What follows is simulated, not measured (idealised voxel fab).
The process module presented herein is designated voxel self aligned contacts.
Square cells of 5 nm make up the cross-section cut, whose width is 240 nm.
When this document writes out a cross-section, it uses a grid of square cells and lists it as bands, beginning at the top and moving down, with a band standing for one or more rows of cells. Per band: top height and bottom height in nm, followed by the left-to-right materials and their widths in nm; "full width" marks a single material spanning edge to edge, "empty" marks empty space. Heights are expressed relative to 0, this being the level below which the as-received wafer comprises one material exclusively. The lowest band is unbounded in the downward direction and is denoted as in "0 -> down". The expression "30->40" gives the width at the extremes of the band, the first number at its top row of cells and the second at its bottom row, with the width changing by equal amounts from each row to the next in between. A step reported as "identical to before" is a step in which no cell of the cross-section changed. Enclosed voids (no open way to top), threshold 8 cells or more, entry "Sealed void listing", notation width x height at distance, distance from left edge, nm. Post-settings text on a step line: simulator's own remark regarding the step. overlay nm: right-of-plan distance of the mask on a masked step; negative values mean left-of-plan.
PROCESS STEPS - PLAN
1: RECEIVE (material Si)
2: OXIDIZE (depth nm 5)
3: DIRECTIONAL_DEP (material polySi; thk nm 30)
4: DIRECTIONAL_DEP (material SiN; thk nm 20)
5: PATTERN (tone cover; mask id GATE; material resist; width nm 25; pitch nm 70; thk nm 20; overlay nm 0)
6: DIRECTIONAL_ETCH (etch materials SiN; depth nm 20)
7: DIRECTIONAL_ETCH (etch materials polySi; depth nm 30)
8: STRIP (etch materials resist)
9: CONFORMAL_DEP (material SiN; thk nm 10)
10: DIRECTIONAL_ETCH (etch materials SiN; depth nm 10)
11: FILL_DEP (material SiO2; thk nm 10)
12: CMP (height nm 55)
13: PATTERN (tone open; mask id CONTACT; material resist; width nm 55; thk nm 15; overlay nm 0)
14: DIRECTIONAL_ETCH (etch materials SiO2; depth nm 60)
15: STRIP (etch materials resist)
16: CONFORMAL_DEP (material TiN; thk nm 5)
17: FILL_DEP (material W; thk nm 10)
18: CMP (height nm 55)
19: CONFORMAL_DEP (material SiCN; thk nm 5)
ON THE FIRST OF THE TWO WAFERS: RUN CONDUCTED ACCORDING TO PLAN
INCOMING WAFER IN CROSS-SECTION (STATE: AFTER STEP 1)
	0 -> down: Si full width
	Sealed void listing: none
CROSS-SECTION THROUGH THE WAFER, STEP 2 FINISHED
	0 -> -5: SiO2 full width
	Heights below -5 show no change.
CROSS-SECTION THROUGH THE WAFER, STEP 3 FINISHED
	30 -> 0: polySi full width
	Heights below 0 show no change.
CROSS-SECTION THROUGH THE WAFER, STEP 4 FINISHED
	50 -> 30: SiN full width
	Heights below 30 show no change.
CROSS-SECTION THROUGH THE WAFER, STEP 5 FINISHED
	70 -> 50: empty=70; resist=25; empty=45; resist=25; empty=75
	Heights below 50 show no change.
CROSS-SECTION THROUGH THE WAFER, STEP 6 FINISHED
	70 -> 50: empty=70; resist=25; empty=45; resist=25; empty=75
	50 -> 30: empty=70; SiN=25; empty=45; SiN=25; empty=75
	Heights below 30 show no change.
CROSS-SECTION THROUGH THE WAFER, STEP 7 FINISHED
	70 -> 50: empty=70; resist=25; empty=45; resist=25; empty=75
	50 -> 30: empty=70; SiN=25; empty=45; SiN=25; empty=75
	30 -> 0: empty=70; polySi=25; empty=45; polySi=25; empty=75
	Heights below 0 show no change.
CROSS-SECTION THROUGH THE WAFER, STEP 8 FINISHED
	50 -> 30: empty=70; SiN=25; empty=45; SiN=25; empty=75
	Heights below 30 show no change.
CROSS-SECTION THROUGH THE WAFER, STEP 9 FINISHED
	60 -> 30: empty=60; SiN=45; empty=25; SiN=45; empty=65
	30 -> 10: empty=60; SiN=10; polySi=25; SiN=10; empty=25; SiN=10; polySi=25; SiN=10; empty=65
	10 -> 0: SiN=70; polySi=25; SiN=45; polySi=25; SiN=75
	Heights below 0 show no change.
CROSS-SECTION THROUGH THE WAFER, STEP 10 FINISHED
	50 -> 30: empty=60; SiN=45; empty=25; SiN=45; empty=65
	30 -> 0: empty=60; SiN=10; polySi=25; SiN=10; empty=25; SiN=10; polySi=25; SiN=10; empty=65
	Heights below 0 show no change.
CROSS-SECTION THROUGH THE WAFER, STEP 11 FINISHED
	60 -> 50: SiO2 full width
	50 -> 30: SiO2=60; SiN=45; SiO2=25; SiN=45; SiO2=65
	30 -> 0: SiO2=60; SiN=10; polySi=25; SiN=10; SiO2=25; SiN=10; polySi=25; SiN=10; SiO2=65
	Heights below 0 show no change.
CROSS-SECTION THROUGH THE WAFER, STEP 12 FINISHED
	55 -> 50: SiO2 full width
	Heights below 50 show no change.
CROSS-SECTION THROUGH THE WAFER, STEP 13 FINISHED
	70 -> 55: resist=90; empty=55; resist=95
	Heights below 55 show no change.
CROSS-SECTION THROUGH THE WAFER, STEP 14 FINISHED
	70 -> 55: resist=90; empty=55; resist=95
	55 -> 50: SiO2=90; empty=55; SiO2=95
	50 -> 30: SiO2=60; SiN=45; empty=25; SiN=45; SiO2=65
	30 -> 0: SiO2=60; SiN=10; polySi=25; SiN=10; empty=25; SiN=10; polySi=25; SiN=10; SiO2=65
	0 -> -5: SiO2=105; empty=25; SiO2=110
	Heights below -5 show no change.
CROSS-SECTION THROUGH THE WAFER, STEP 15 FINISHED
	55 -> 50: SiO2=90; empty=55; SiO2=95
	Heights below 50 show no change.
CROSS-SECTION THROUGH THE WAFER, STEP 16 FINISHED
	60 -> 55: TiN=95; empty=45; TiN=100
	55 -> 50: SiO2=90; TiN=20; empty=15; TiN=20; SiO2=95
	50 -> 30: SiO2=60; SiN=45; TiN=5; empty=15; TiN=5; SiN=45; SiO2=65
	30 -> 0: SiO2=60; SiN=10; polySi=25; SiN=10; TiN=5; empty=15; TiN=5; SiN=10; polySi=25; SiN=10; SiO2=65
	0 -> -5: SiO2=105; TiN=25; SiO2=110
	Heights below -5 show no change.
CROSS-SECTION THROUGH THE WAFER, STEP 17 FINISHED
	70 -> 60: W full width
	60 -> 55: TiN=95; W=45; TiN=100
	55 -> 50: SiO2=90; TiN=20; W=15; TiN=20; SiO2=95
	50 -> 30: SiO2=60; SiN=45; TiN=5; W=15; TiN=5; SiN=45; SiO2=65
	30 -> 0: SiO2=60; SiN=10; polySi=25; SiN=10; TiN=5; W=15; TiN=5; SiN=10; polySi=25; SiN=10; SiO2=65
	Heights below 0 show no change.
CROSS-SECTION THROUGH THE WAFER, STEP 18 FINISHED
	55 -> 50: SiO2=90; TiN=20; W=15; TiN=20; SiO2=95
	Heights below 50 show no change.
CROSS-SECTION THROUGH THE WAFER, STEP 19 FINISHED
	60 -> 55: SiCN full width
	Heights below 55 show no change.
WAFER TWO. IDENTICAL START, IDENTICAL PLAN. ONE MISTAKE IN EXECUTION. IDENTICAL HISTORY THROUGH STEP 1
SECOND WAFER, SECTIONED VIEW, AT STEP 2'S PLANNED END TIME
	0 -> -10: SiO2 full width
	Heights below -10 show no change.
SECOND WAFER, SECTIONED VIEW, AT STEP 3'S PLANNED END TIME
	30 -> 0: polySi full width
	Heights below 0 show no change.
SECOND WAFER, SECTIONED VIEW, AT STEP 4'S PLANNED END TIME
	50 -> 30: SiN full width
	Heights below 30 show no change.
SECOND WAFER, SECTIONED VIEW, AT STEP 5'S PLANNED END TIME
	70 -> 50: empty=70; resist=25; empty=45; resist=25; empty=75
	Heights below 50 show no change.
SECOND WAFER, SECTIONED VIEW, AT STEP 6'S PLANNED END TIME
	70 -> 50: empty=70; resist=25; empty=45; resist=25; empty=75
	50 -> 30: empty=70; SiN=25; empty=45; SiN=25; empty=75
	Heights below 30 show no change.
SECOND WAFER, SECTIONED VIEW, AT STEP 7'S PLANNED END TIME
	70 -> 50: empty=70; resist=25; empty=45; resist=25; empty=75
	50 -> 30: empty=70; SiN=25; empty=45; SiN=25; empty=75
	30 -> 0: empty=70; polySi=25; empty=45; polySi=25; empty=75
	Heights below 0 show no change.
SECOND WAFER, SECTIONED VIEW, AT STEP 8'S PLANNED END TIME
	50 -> 30: empty=70; SiN=25; empty=45; SiN=25; empty=75
	Heights below 30 show no change.
SECOND WAFER, SECTIONED VIEW, AT STEP 9'S PLANNED END TIME
	60 -> 30: empty=60; SiN=45; empty=25; SiN=45; empty=65
	30 -> 10: empty=60; SiN=10; polySi=25; SiN=10; empty=25; SiN=10; polySi=25; SiN=10; empty=65
	10 -> 0: SiN=70; polySi=25; SiN=45; polySi=25; SiN=75
	Heights below 0 show no change.
SECOND WAFER, SECTIONED VIEW, AT STEP 10'S PLANNED END TIME
	50 -> 30: empty=60; SiN=45; empty=25; SiN=45; empty=65
	30 -> 0: empty=60; SiN=10; polySi=25; SiN=10; empty=25; SiN=10; polySi=25; SiN=10; empty=65
	Heights below 0 show no change.
SECOND WAFER, SECTIONED VIEW, AT STEP 11'S PLANNED END TIME
	60 -> 50: SiO2 full width
	50 -> 30: SiO2=60; SiN=45; SiO2=25; SiN=45; SiO2=65
	30 -> 0: SiO2=60; SiN=10; polySi=25; SiN=10; SiO2=25; SiN=10; polySi=25; SiN=10; SiO2=65
	Heights below 0 show no change.
SECOND WAFER, SECTIONED VIEW, AT STEP 12'S PLANNED END TIME
	55 -> 50: SiO2 full width
	Heights below 50 show no change.
SECOND WAFER, SECTIONED VIEW, AT STEP 13'S PLANNED END TIME
	70 -> 55: resist=90; empty=55; resist=95
	Heights below 55 show no change.
SECOND WAFER, SECTIONED VIEW, AT STEP 14'S PLANNED END TIME
	70 -> 55: resist=90; empty=55; resist=95
	55 -> 50: SiO2=90; empty=55; SiO2=95
	50 -> 30: SiO2=60; SiN=45; empty=25; SiN=45; SiO2=65
	30 -> 0: SiO2=60; SiN=10; polySi=25; SiN=10; empty=25; SiN=10; polySi=25; SiN=10; SiO2=65
	0 -> -5: SiO2=105; empty=25; SiO2=110
	Heights below -5 show no change.
SECOND WAFER, SECTIONED VIEW, AT STEP 15'S PLANNED END TIME
	55 -> 50: SiO2=90; empty=55; SiO2=95
	Heights below 50 show no change.
SECOND WAFER, SECTIONED VIEW, AT STEP 16'S PLANNED END TIME
	60 -> 55: TiN=95; empty=45; TiN=100
	55 -> 50: SiO2=90; TiN=20; empty=15; TiN=20; SiO2=95
	50 -> 30: SiO2=60; SiN=45; TiN=5; empty=15; TiN=5; SiN=45; SiO2=65
	30 -> 0: SiO2=60; SiN=10; polySi=25; SiN=10; TiN=5; empty=15; TiN=5; SiN=10; polySi=25; SiN=10; SiO2=65
	0 -> -5: SiO2=105; TiN=25; SiO2=110
	Heights below -5 show no change.
SECOND WAFER, SECTIONED VIEW, AT STEP 17'S PLANNED END TIME
	70 -> 60: W full width
	60 -> 55: TiN=95; W=45; TiN=100
	55 -> 50: SiO2=90; TiN=20; W=15; TiN=20; SiO2=95
	50 -> 30: SiO2=60; SiN=45; TiN=5; W=15; TiN=5; SiN=45; SiO2=65
	30 -> 0: SiO2=60; SiN=10; polySi=25; SiN=10; TiN=5; W=15; TiN=5; SiN=10; polySi=25; SiN=10; SiO2=65
	Heights below 0 show no change.
SECOND WAFER, SECTIONED VIEW, AT STEP 18'S PLANNED END TIME
	55 -> 50: SiO2=90; TiN=20; W=15; TiN=20; SiO2=95
	Heights below 50 show no change.
SECOND WAFER, SECTIONED VIEW, AT STEP 19'S PLANNED END TIME
	60 -> 55: SiCN full width
	Heights below 55 show no change.
So what did we get wrong on this run? planned and actual differ for step 2; actual: OXIDIZE (depth nm 10)
Looking at both finished wafers in cells, the second ends up ahead of or behind the first on some materials: -48 Si, +48 SiO2
